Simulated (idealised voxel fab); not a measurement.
process module | voxel transistor to metal
cross-section cut | 155 nm wide | cells 5 nm
A cross-section is a grid of square cells, given in bands from the top down. A band is one or more rows of cells.
Each band's line starts with the height of the band's top and of its bottom, in nm. Then come its materials from left to right, each with its width in nm. One material with "throughout" fills the band from edge to edge. "air" is empty space.
Height 0 is the level under which the wafer as received is all one material. The lowest band goes on downwards, as in "0 down".
A width such as "30 to 40" changes by the same amount from each row of cells to the next, from the band's top row to its bottom row.
"no change" after a step means that no cell of the cross-section changed.
closed voids: empty space of 8 cells or more with no open way to the top, each as width x height at its distance from the left edge, in nm
after a step's settings: what the simulator itself notes on the step
overlay nm, on a step with a mask: how far to the right of its planned place the mask lay; to the left if negative
plan
1 op RECEIVE | material Si
2 op OXIDIZE | depth nm 5
3 op CONFORMAL_DEP | material SiN | thk nm 10
4 op PATTERN | tone cover | mask id ACTIVE | material resist | width nm 100 | thk nm 20 | overlay nm 0
5 op DIRECTIONAL_ETCH | etch materials SiN | depth nm 10
6 op DIRECTIONAL_ETCH | etch materials SiO2 | depth nm 5
7 op DIRECTIONAL_ETCH | etch materials Si | depth nm 20
8 op STRIP | etch materials resist
9 op OXIDIZE | depth nm 5
10 op FILL_DEP | material SiO2 | thk nm 5
11 op CMP | height nm 10
12 op SELECTIVE_ETCH | etch materials SiO2 | depth nm 10
13 op STRIP | etch materials SiN
14 op SELECTIVE_ETCH | etch materials SiO2 | depth nm 5
15 op OXIDIZE | depth nm 5
16 op DIRECTIONAL_DEP | material polySi | thk nm 20
17 op DIRECTIONAL_DEP | material SiCN | thk nm 10
18 op PATTERN | tone cover | mask id GATE | material resist | width nm 20 | thk nm 20 | overlay nm 0
19 op DIRECTIONAL_ETCH | etch materials SiCN | depth nm 20
20 op DIRECTIONAL_ETCH | etch materials polySi | depth nm 30
21 op STRIP | etch materials resist
22 op CONFORMAL_DEP | material SiN | thk nm 5
23 op DIRECTIONAL_ETCH | etch materials SiN | depth nm 5
24 op DIRECTIONAL_ETCH | etch materials SiO2 | depth nm 5
25 op DIRECTIONAL_ETCH | etch materials Si | depth nm 5
26 op EPI | material pSi | thk nm 5
27 op FILL_DEP | material SiO2 | thk nm 10
28 op CMP | height nm 25
29 op DIRECTIONAL_DEP | material SiO2 | thk nm 15
30 op PATTERN | tone open | mask id CONTACT | material resist | width nm 30 | pitch nm 60 | thk nm 15 | overlay nm 0
31 op DIRECTIONAL_ETCH | etch materials SiO2 | depth nm 50
32 op STRIP | etch materials resist
33 op CONFORMAL_DEP | material TiN | thk nm 5
34 op FILL_DEP | material Ru | thk nm 10
35 op CMP | height nm 30
36 op CONFORMAL_DEP | material SiCN | thk nm 5
37 op DIRECTIONAL_DEP | material SiO2 | thk nm 20
38 op DIRECTIONAL_DEP | material aC | thk nm 10
39 op PATTERN | tone open | mask id METAL_1 | material resist | width nm 20 | pitch nm 70 | thk nm 25 | overlay nm 0
40 op DIRECTIONAL_ETCH | etch materials aC | depth nm 10
41 op STRIP | etch materials resist
42 op DIRECTIONAL_ETCH | etch materials SiO2 | depth nm 20
43 op DIRECTIONAL_ETCH | etch materials SiCN | depth nm 5
44 op STRIP | etch materials aC
45 op CONFORMAL_DEP | material TiN | thk nm 5
46 op FILL_DEP | material Ru | thk nm 10
47 op CMP | height nm 65
48 op EPI | material Ru | thk nm 5
49 op FILL_DEP | material SiCN | thk nm 5
50 op DIRECTIONAL_DEP | material lowk | thk nm 30
51 op MASKED_ETCH | tone open | mask id METAL_2 | width nm 20 | pitch nm 70 | etch materials lowk | depth nm 15 | overlay nm 0
52 op MASKED_ETCH | tone open | mask id METAL_2_HOLES | width nm 15 | pitch nm 70 | etch materials lowk | depth nm 15 | overlay nm 0
53 op MASKED_ETCH | tone open | mask id METAL_2_HOLES | width nm 15 | pitch nm 70 | etch materials SiCN | depth nm 5 | overlay nm 0
54 op CONFORMAL_DEP | material TiN | thk nm 5
55 op FILL_DEP | material Ru | thk nm 10
56 op CMP | height nm 105
57 op CONFORMAL_DEP | material SiN | thk nm 5
varied across the wafers: height nm of step 35. The plan shows the first wafer's value. All wafers start alike
first wafer as received, after step 1
  0 down: Si throughout
  closed voids: none
first wafer at the end, after step 57
  110 to 105: SiN throughout
  105 to 95: lowk 30 | TiN 5 | Ru 10 | TiN 5 | lowk 50 | TiN 5 | Ru 10 | TiN 5 | lowk 35
  95 to 90: lowk 30 | TiN 5 | Ru 5 | TiN 10 | lowk 50 | TiN 5 | Ru 5 | TiN 10 | lowk 35
  90 to 75: lowk 30 | TiN 5 | Ru 5 | TiN 5 | lowk 55 | TiN 5 | Ru 5 | TiN 5 | lowk 40
  75 to 70: SiCN 30 | TiN 15 | SiCN 55 | TiN 15 | SiCN 40
  70 to 60: Ru throughout
  60 to 55: TiN 35 | Ru 10 | TiN 60 | Ru 10 | TiN 40
  55 to 35: SiO2 30 | TiN 5 | Ru 10 | TiN 5 | SiO2 50 | TiN 5 | Ru 10 | TiN 5 | SiO2 35
  35 to 30: SiCN 30 | TiN 20 | SiCN 50 | TiN 20 | SiCN 35
  30 to 25: SiO2 30 | TiN 5 | Ru 20 | TiN 5 | SiO2 30 | TiN 5 | Ru 20 | TiN 5 | SiO2 35
  25 to 15: SiO2 30 | TiN 5 | Ru 20 | TiN 5 | SiN 5 | SiCN 20 | SiN 5 | TiN 5 | Ru 20 | TiN 5 | SiO2 35
  15 to 0: SiO2 30 | TiN 5 | Ru 20 | TiN 5 | SiN 5 | polySi 20 | SiN 5 | TiN 5 | Ru 20 | TiN 5 | SiO2 35
  0 to -5: SiO2 30 | TiN 5 | Ru 15 | TiN 10 | SiN 5 | polySi 20 | SiN 5 | TiN 10 | Ru 15 | TiN 5 | SiO2 35
  -5 to -10: SiO2 30 | TiN 25 | pSi 5 | SiO2 30 | pSi 5 | TiN 25 | SiO2 35
  -10 to -15: SiO2 30 | pSi 30 | Si 30 | pSi 30 | SiO2 35
  -15 to -30: SiO2 30 | Si 90 | SiO2 35
  -30 down: Si throughout
  closed voids: none
last wafer at the end
  110 to 105: SiN throughout
  105 to 95: lowk 30 | TiN 5 | Ru 10 | TiN 5 | lowk 50 | TiN 5 | Ru 10 | TiN 5 | lowk 35
  95 to 90: lowk 30 | TiN 5 | Ru 5 | TiN 10 | lowk 50 | TiN 5 | Ru 5 | TiN 10 | lowk 35
  90 to 75: lowk 30 | TiN 5 | Ru 5 | TiN 5 | lowk 55 | TiN 5 | Ru 5 | TiN 5 | lowk 40
  75 to 70: SiCN 30 | TiN 15 | SiCN 55 | TiN 15 | SiCN 40
  70 to 65: SiCN 25 | Ru 30 | SiCN 40 | Ru 30 | SiCN 30
  65 to 60: SiO2 30 | TiN 5 | Ru 10 | TiN 5 | SiO2 50 | TiN 5 | Ru 10 | TiN 5 | SiO2 35
  60 to 55: SiCN 30 | TiN 20 | SiCN 50 | TiN 20 | SiCN 35
  55 to 45: Ru throughout
  45 to 40: TiN 35 | Ru 20 | TiN 40 | Ru 20 | TiN 40
  40 to 25: SiO2 30 | TiN 5 | Ru 20 | TiN 5 | SiO2 30 | TiN 5 | Ru 20 | TiN 5 | SiO2 35
  25 to 15: SiO2 30 | TiN 5 | Ru 20 | TiN 5 | SiN 5 | SiCN 20 | SiN 5 | TiN 5 | Ru 20 | TiN 5 | SiO2 35
  15 to 0: SiO2 30 | TiN 5 | Ru 20 | TiN 5 | SiN 5 | polySi 20 | SiN 5 | TiN 5 | Ru 20 | TiN 5 | SiO2 35
  0 to -5: SiO2 30 | TiN 5 | Ru 15 | TiN 10 | SiN 5 | polySi 20 | SiN 5 | TiN 10 | Ru 15 | TiN 5 | SiO2 35
  -5 to -10: SiO2 30 | TiN 25 | pSi 5 | SiO2 30 | pSi 5 | TiN 25 | SiO2 35
  -10 to -15: SiO2 30 | pSi 30 | Si 30 | pSi 30 | SiO2 35
  -15 to -30: SiO2 30 | Si 90 | SiO2 35
  -30 down: Si throughout
  closed voids: none
each wafer at the end: cells of each material gained (+) or lost (-) since it was received, then its closed voids
height nm 30 | +152 Ru | -126 Si | +56 SiCN | +43 SiN | +260 SiO2 | +123 TiN | +144 lowk | +14 pSi | +16 polySi | closed voids: none
height nm 35 | +129 Ru | -126 Si | +56 SiCN | +43 SiN | +279 SiO2 | +127 TiN | +144 lowk | +14 pSi | +16 polySi | closed voids: none
height nm 40 | +114 Ru | -126 Si | +75 SiCN | +43 SiN | +298 SiO2 | +104 TiN | +144 lowk | +14 pSi | +16 polySi | closed voids: none
height nm 45 | +118 Ru | -126 Si | +75 SiCN | +43 SiN | +275 SiO2 | +123 TiN | +144 lowk | +14 pSi | +16 polySi | closed voids: none
height nm 50 | +145 Ru | -126 Si | +75 SiCN | +43 SiN | +252 SiO2 | +119 TiN | +144 lowk | +14 pSi | +16 polySi | closed voids: none
height nm 55 | +172 Ru | -126 Si | +75 SiCN | +43 SiN | +229 SiO2 | +115 TiN | +144 lowk | +14 pSi | +16 polySi | closed voids: none
